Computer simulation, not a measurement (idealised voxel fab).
The document below concerns the process module designated voxel capacitor over wiring.
The cross-section on display is named cut; it measures 170 nm wide, and its cells are 5 nm squares.
We lay out every cross-section as a grid of square cells and spell it out in bands from the top down, where one band means one or more rows of cells.
Basically the band line says how high the top is and how high the bottom is, in nm, and then what's in it from left to right, every material with its width in nm. Empty space shows up as "blank", and if a single material carries "edge to edge" it runs the full band edge to edge.
Heights from 0 (as-received wafer is one material below). Bottom band endless downward, as "0 and below".
The two numbers in a width such as "30..40" mark its ends across the band: the first belongs to the top row of cells, the second to the bottom row, and from each row to the next the width moves by the same amount.
No cell of the cross-section changed in a step that is given as "remained unchanged".
In "Unvented voids" the enclosed voids are listed, meaning empty spaces of 8 cells or larger without any opening to the top. The form is width x height at distance, distance from the left edge, units nm.
Whatever follows a step's settings on its line is a remark the simulator itself makes about that step.
"overlay nm" answers the question of how far to the right of plan the mask lay on a step that has a mask, and when it is negative the answer is to the left.
### Below is the list of planned process steps
1,RECEIVE,material Si
2,CONFORMAL_DEP,material SiO2,thk nm 10
3,DIRECTIONAL_DEP,material TiN,thk nm 5
4,DIRECTIONAL_DEP,material Ru,thk nm 15
5,DIRECTIONAL_DEP,material aC,thk nm 15
6,PATTERN,tone cover,mask id METAL_1,material resist,width nm 20,pitch nm 80,thk nm 35,overlay nm 0
7,DIRECTIONAL_ETCH,etch materials aC,depth nm 15
8,STRIP,etch materials resist
9,DIRECTIONAL_ETCH,etch materials Ru,depth nm 15
10,DIRECTIONAL_ETCH,etch materials TiN,depth nm 5
11,STRIP,etch materials aC
12,FILL_DEP,material SiO2,thk nm 10
13,CMP,height nm 30
14,CONFORMAL_DEP,material SiCN,thk nm 5
15,DIRECTIONAL_DEP,material lowk,thk nm 15
16,DIRECTIONAL_DEP,material aC,thk nm 15
17,PATTERN,tone open,mask id PLUG_1,material resist,width nm 15,thk nm 30,overlay nm 0
18,DIRECTIONAL_ETCH,etch materials aC,depth nm 15
19,STRIP,etch materials resist
20,DIRECTIONAL_ETCH,etch materials lowk,depth nm 15
21,DIRECTIONAL_ETCH,etch materials SiCN,depth nm 5
22,STRIP,etch materials aC
23,CONFORMAL_DEP,material TiN,thk nm 5
24,FILL_DEP,material W,thk nm 5
25,CMP,height nm 50
26,DIRECTIONAL_DEP,material TiN,thk nm 10
27,DIRECTIONAL_DEP,material SiN,thk nm 5
28,DIRECTIONAL_DEP,material TiN,thk nm 10
29,MASKED_ETCH,tone cover,mask id UPPER_PLATE,width nm 65,etch materials TiN,depth nm 10,overlay nm 0
30,MASKED_ETCH,tone cover,mask id UPPER_PLATE,width nm 65,etch materials SiN,depth nm 5,overlay nm 0
31,PATTERN,tone cover,mask id LOWER_PLATE,material resist,width nm 75,thk nm 20,overlay nm 0
32,DIRECTIONAL_ETCH,etch materials TiN,depth nm 10
33,STRIP,etch materials resist
34,FILL_DEP,material SiO2,thk nm 15
35,CMP,height nm 85
36,DIRECTIONAL_DEP,material aC,thk nm 15
37,PATTERN,tone open,mask id PLUG_2,material resist,width nm 15,thk nm 30,overlay nm 0
38,DIRECTIONAL_ETCH,etch materials aC,depth nm 15
39,STRIP,etch materials resist
40,DIRECTIONAL_ETCH,etch materials SiO2,depth nm 10
41,STRIP,etch materials aC
42,CONFORMAL_DEP,material TiN,thk nm 5
43,FILL_DEP,material Cu,thk nm 5
44,CMP,height nm 85
45,CONFORMAL_DEP,material SiN,thk nm 5
Same starting wafers, different thk nm at step 42. Plan value belongs to the first wafer.
### As-received cross-section, first of several wafers, post step 1
	0 and below = Si edge to edge
	Unvented voids: none
### Row per wafer, end-of-module: cell gain (+)/loss (-) by material since the wafer came in, then closed voids
thk nm 5; +1 Cu; +24 Ru; +31 SiCN; +47 SiN; +335 SiO2; +78 TiN; +3 W; +93 lowk; Unvented voids: none
thk nm 10; +24 Ru; +31 SiCN; +47 SiN; +335 SiO2; +79 TiN; +3 W; +93 lowk; Unvented voids: none
thk nm 15; +24 Ru; +31 SiCN; +47 SiN; +335 SiO2; +79 TiN; +3 W; +93 lowk; Unvented voids: none
thk nm 20; +24 Ru; +31 SiCN; +47 SiN; +335 SiO2; +79 TiN; +3 W; +93 lowk; Unvented voids: none
